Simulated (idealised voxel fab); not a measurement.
Process module heading - voxel transistor to metal
For reference, the cross-section in this document is cut, with width 170 nm and square cells of 5 nm.
Cross-section, as written here: a square-cell grid given band by band from the top down, where a band holds one or more rows of cells.
Top height, bottom height, nm. Materials left to right, width each, nm. Single material + "full width" = fills band edge to edge. "empty" = empty.
Where do heights start? At 0: under that level the wafer as delivered is made of one material only. And the lowest band has no floor; it just carries on downward, as in "0 and below".
The notation "30->40" denotes a width that varies across the rows of cells in the band, beginning at the first number in the top row, finishing at the second number in the bottom row, and changing by an identical amount from each row to the next.
When a step is marked "everything unchanged", none of the cells in the cross-section changed during that step.
The entry titled "Enclosed void list" provides the empty spaces that have no open way to the top, restricted to those of 8 cells or more. Each is presented as width x height at distance, the distance being measured from the left edge, with all three in nm.
Formally, on a step line, whatever follows the settings is a remark that the simulator itself makes on the step.
Among the settings permitted on a step's line is "overlay nm"; applied to a step with a mask, it specifies the extent to which the mask lay to the right of its planned position, whereas a negative figure signifies a position to the left.
[Set out below are the planned steps of the process]
1. RECEIVE, material Si
2. CONFORMAL_DEP, material SiO2, thk nm 5
3. CONFORMAL_DEP, material SiN, thk nm 15
4. DIRECTIONAL_DEP, material aC, thk nm 10
5. PATTERN, tone cover, mask id ACTIVE, material resist, width nm 95, thk nm 25, overlay nm 0
6. DIRECTIONAL_ETCH, etch materials aC, depth nm 10
7. STRIP, etch materials resist
8. DIRECTIONAL_ETCH, etch materials SiN, depth nm 15
9. DIRECTIONAL_ETCH, etch materials SiO2, depth nm 5
10. DIRECTIONAL_ETCH, etch materials Si, depth nm 35
11. STRIP, etch materials aC
12. OXIDIZE, depth nm 5
13. FILL_DEP, material SiO2, thk nm 10
14. CMP, height nm 20
15. SELECTIVE_ETCH, etch materials SiO2, depth nm 10
16. STRIP, etch materials SiN
17. SELECTIVE_ETCH, etch materials SiO2, depth nm 5
18. OXIDIZE, depth nm 5
19. DIRECTIONAL_DEP, material polySi, thk nm 20
20. DIRECTIONAL_DEP, material SiCN, thk nm 15
21. MASKED_ETCH, tone cover, mask id GATE, width nm 15, etch materials SiCN, depth nm 25, overlay nm 0
22. MASKED_ETCH, tone cover, mask id GATE, width nm 15, etch materials polySi, depth nm 30, overlay nm 0
23. CONFORMAL_DEP, material SiN, thk nm 10
24. DIRECTIONAL_ETCH, etch materials SiN, depth nm 10
25. DIRECTIONAL_ETCH, etch materials SiO2, depth nm 5
26. DIRECTIONAL_ETCH, etch materials Si, depth nm 5
27. EPI, material SiGe, thk nm 10
28. FILL_DEP, material SiO2, thk nm 10
29. CMP, height nm 35
30. DIRECTIONAL_DEP, material SiO2, thk nm 15
31. DIRECTIONAL_DEP, material aC, thk nm 15
32. PATTERN, tone open, mask id CONTACT, material resist, width nm 15, pitch nm 70, thk nm 30, overlay nm 0
33. DIRECTIONAL_ETCH, etch materials aC, depth nm 15
34. STRIP, etch materials resist
35. DIRECTIONAL_ETCH, etch materials SiO2, depth nm 50
36. STRIP, etch materials aC
37. CONFORMAL_DEP, material TiN, thk nm 5
38. FILL_DEP, material Ru, thk nm 10
39. CMP, height nm 50
40. DIRECTIONAL_DEP, material TiN, thk nm 5
41. DIRECTIONAL_DEP, material W, thk nm 25
42. PATTERN, tone cover, mask id METAL_1, material resist, width nm 15, pitch nm 70, thk nm 20, overlay nm 0
43. DIRECTIONAL_ETCH, etch materials W, depth nm 25
44. DIRECTIONAL_ETCH, etch materials TiN, depth nm 5
45. STRIP, etch materials resist
46. FILL_DEP, material lowk, thk nm 10
47. CMP, height nm 80
48. CONFORMAL_DEP, material SiCN, thk nm 5
[Incoming wafer in cross-section (state: after step 1)]
> 0 and below | Si full width
> Enclosed void list: none
[As-planned run: cross-section of the first of two wafers at end of module]
> 85 down to 80 | SiCN full width
> 80 down to 55 | 40 lowk; 15 W; 55 lowk; 15 W; 45 lowk
> 55 down to 50 | 40 lowk; 15 TiN; 55 lowk; 15 TiN; 45 lowk
> 50 down to 35 | 40 SiO2; 5 TiN; 5 Ru; 5 TiN; 55 SiO2; 5 TiN; 5 Ru; 5 TiN; 45 SiO2
> 35 down to 20 | 40 SiO2; 5 TiN; 5 Ru; 5 TiN; 10 SiO2; 10 SiN; 15 SiCN; 10 SiN; 10 SiO2; 5 TiN; 5 Ru; 5 TiN; 45 SiO2
> 20 down to 5 | 40 SiO2; 5 TiN; 5 Ru; 5 TiN; 10 SiO2; 10 SiN; 15 polySi; 10 SiN; 10 SiO2; 5 TiN; 5 Ru; 5 TiN; 45 SiO2
> 5 down to 0 | 30 SiO2; 10 SiN; 15 TiN; 10 SiGe; 10 SiN; 15 polySi; 10 SiN; 10 SiGe; 15 TiN; 10 SiN; 35 SiO2
> 0 down to -5 | 40 SiO2; 25 SiGe; 35 SiO2; 25 SiGe; 45 SiO2
> -5 down to -10 | 40 SiO2; 25 SiGe; 35 Si; 25 SiGe; 45 SiO2
> -10 down to -40 | 40 SiO2; 85 Si; 45 SiO2
> -40 and below | Si full width
> Enclosed void list: none
[Second wafer of the two, sectioned at the end of the module. It began like the first and followed the same plan, but one mistake was made while running it]
> 85 down to 80 | SiCN full width
> 80 down to 75 | 40 lowk; 15 TiN; 55 lowk; 15 TiN; 45 lowk
> 75 down to 50 | W full width
> 50 down to 35 | 40 SiO2; 5 TiN; 5 Ru; 5 TiN; 55 SiO2; 5 TiN; 5 Ru; 5 TiN; 45 SiO2
> 35 down to 20 | 40 SiO2; 5 TiN; 5 Ru; 5 TiN; 10 SiO2; 10 SiN; 15 SiCN; 10 SiN; 10 SiO2; 5 TiN; 5 Ru; 5 TiN; 45 SiO2
> 20 down to 5 | 40 SiO2; 5 TiN; 5 Ru; 5 TiN; 10 SiO2; 10 SiN; 15 polySi; 10 SiN; 10 SiO2; 5 TiN; 5 Ru; 5 TiN; 45 SiO2
> 5 down to 0 | 30 SiO2; 10 SiN; 15 TiN; 10 SiGe; 10 SiN; 15 polySi; 10 SiN; 10 SiGe; 15 TiN; 10 SiN; 35 SiO2
> 0 down to -5 | 40 SiO2; 25 SiGe; 35 SiO2; 25 SiGe; 45 SiO2
> -5 down to -10 | 40 SiO2; 25 SiGe; 35 Si; 25 SiGe; 45 SiO2
> -10 down to -40 | 40 SiO2; 85 Si; 45 SiO2
> -40 and below | Si full width
> Enclosed void list: none
Where did the run depart from the plan? steps 40 and 41 traded places in the executed sequence
FYI, end of process, the second wafer has more or fewer cells of some materials than the first: 140 more of W; 140 fewer of lowk
